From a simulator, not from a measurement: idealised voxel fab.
The following process module bears the name voxel self aligned vias.
Cross-section cut spans 230 nm and uses square cells 5 nm in size.
Reading order for cross-sections: top band down to bottom band. Underlying form: a grid of square cells. Band size: one or more rows of cells. Top, bottom (nm), then materials left to right with widths (nm); lone material tagged "full width" fills the whole band edge to edge; "air" = empty space. Note: height 0 marks the level under which the wafer is uniformly one material as received. Lowest band unbounded below, written "0..down". So if you see something like "30 to 40" for the width, read it as the top row of the band sitting at the first number and the bottom row at the second, with every row in between moving by the same amount as the last. You'll sometimes find "nothing altered" written for a step, and that's the way of saying that nowhere in the cross-section did a cell change during that step. Empty spaces without an open route to the top, at least 8 cells in extent, make up the entry "Cavities, closed"; each is given as width x height at distance, where the distance is measured from the left edge, and all are in nm. Text after the settings on a step's line: the simulator's own remark on that step. The "overlay nm" setting may appear on a step's line; for a step that uses a mask, it gives how far to the right of its planned position the mask lay, and a negative value indicates the left.
Planned process steps:
1. RECEIVE [material Si]
2. CONFORMAL_DEP [material SiO2] [thk nm 10]
3. CONFORMAL_DEP [material SiCN] [thk nm 5]
4. DIRECTIONAL_DEP [material SiO2] [thk nm 25]
5. PATTERN [tone open] [mask id LINES] [material resist] [width nm 20] [pitch nm 55] [thk nm 20] [overlay nm 0]
6. DIRECTIONAL_ETCH [etch materials SiO2] [depth nm 25]
7. STRIP [etch materials resist]
8. CONFORMAL_DEP [material TiN] [thk nm 5]
9. FILL_DEP [material W] [thk nm 5]
10. CMP [height nm 40]
11. SELECTIVE_ETCH [etch materials W Ru TiN] [depth nm 10]
12. FILL_DEP [material SiN] [thk nm 10]
13. CMP [height nm 40]
14. DIRECTIONAL_DEP [material SiO2] [thk nm 20]
15. DIRECTIONAL_DEP [material aC] [thk nm 15]
16. PATTERN [tone open] [mask id VIAS] [material resist] [width nm 40] [pitch nm 55] [thk nm 30] [overlay nm 0]
17. DIRECTIONAL_ETCH [etch materials aC] [depth nm 15]
18. STRIP [etch materials resist]
19. DIRECTIONAL_ETCH [etch materials SiO2] [depth nm 20]
20. DIRECTIONAL_ETCH [etch materials SiN] [depth nm 10]
21. STRIP [etch materials aC]
22. CONFORMAL_DEP [material TiN] [thk nm 5]
23. FILL_DEP [material Ru] [thk nm 5]
24. CMP [height nm 60]
25. CONFORMAL_DEP [material SiCN] [thk nm 5]
All wafers enter the flow in the same state. The thk nm at step 3 differs from wafer to wafer, and the plan gives the value for the first wafer.
Cross-sectional view of the first of several wafers in the as-received condition, corresponding to the state following step 1:
* 0..down: Si full width
* Cavities, closed: none
Cross-section after step 25, the final step of the module, for the first of several wafers:
* 65..60: SiCN full width
* 60..45: SiO2=65  TiN=5  Ru=30  TiN=5  SiO2=15  TiN=5  Ru=30  TiN=5  SiO2=70
* 45..35: SiO2=65 to 75  TiN=15 to 5  Ru=10  TiN=15 to 5  SiO2=15 to 35  TiN=15 to 5  Ru=10  TiN=15 to 5  SiO2=70 to 80
* 35..30: SiO2=75  TiN=20  SiO2=35  TiN=20  SiO2=80
* 30..20: SiO2=75  TiN=5  W=10  TiN=5  SiO2=35  TiN=5  W=10  TiN=5  SiO2=80
* 20..15: SiO2=75  TiN=20  SiO2=35  TiN=20  SiO2=80
* 15..10: SiCN full width
* 10..0: SiO2 full width
* 0..down: Si full width
* Cavities, closed: none
A cross-section through the last wafer at the close of the module:
* 65..60: SiCN full width
* 60..45: SiO2=65  TiN=5  Ru=30  TiN=5  SiO2=15  TiN=5  Ru=30  TiN=5  SiO2=70
* 45..35: SiO2=65 to 75  TiN=15 to 5  Ru=10  TiN=15 to 5  SiO2=15 to 35  TiN=15 to 5  Ru=10  TiN=15 to 5  SiO2=70 to 80
* 35..30: SiO2=75  TiN=20  SiO2=35  TiN=20  SiO2=80
* 30..10: SiCN full width
* 10..0: SiO2 full width
* 0..down: Si full width
* Cavities, closed: none
The table below has one row for each wafer; a row shows, as of the end of the module, how many cells of each material the wafer has gained, marked (+), or lost, marked (-), since it was received, and then the wafer's closed voids:
thk nm 5; +44 Ru; +92 SiCN; +402 SiO2; +52 TiN; +8 W; Cavities, closed: none
thk nm 10; +44 Ru; +138 SiCN; +364 SiO2; +48 TiN; +4 W; Cavities, closed: none
thk nm 15; +44 Ru; +184 SiCN; +326 SiO2; +44 TiN; Cavities, closed: none
thk nm 20; +44 Ru; +230 SiCN; +288 SiO2; +36 TiN; Cavities, closed: none
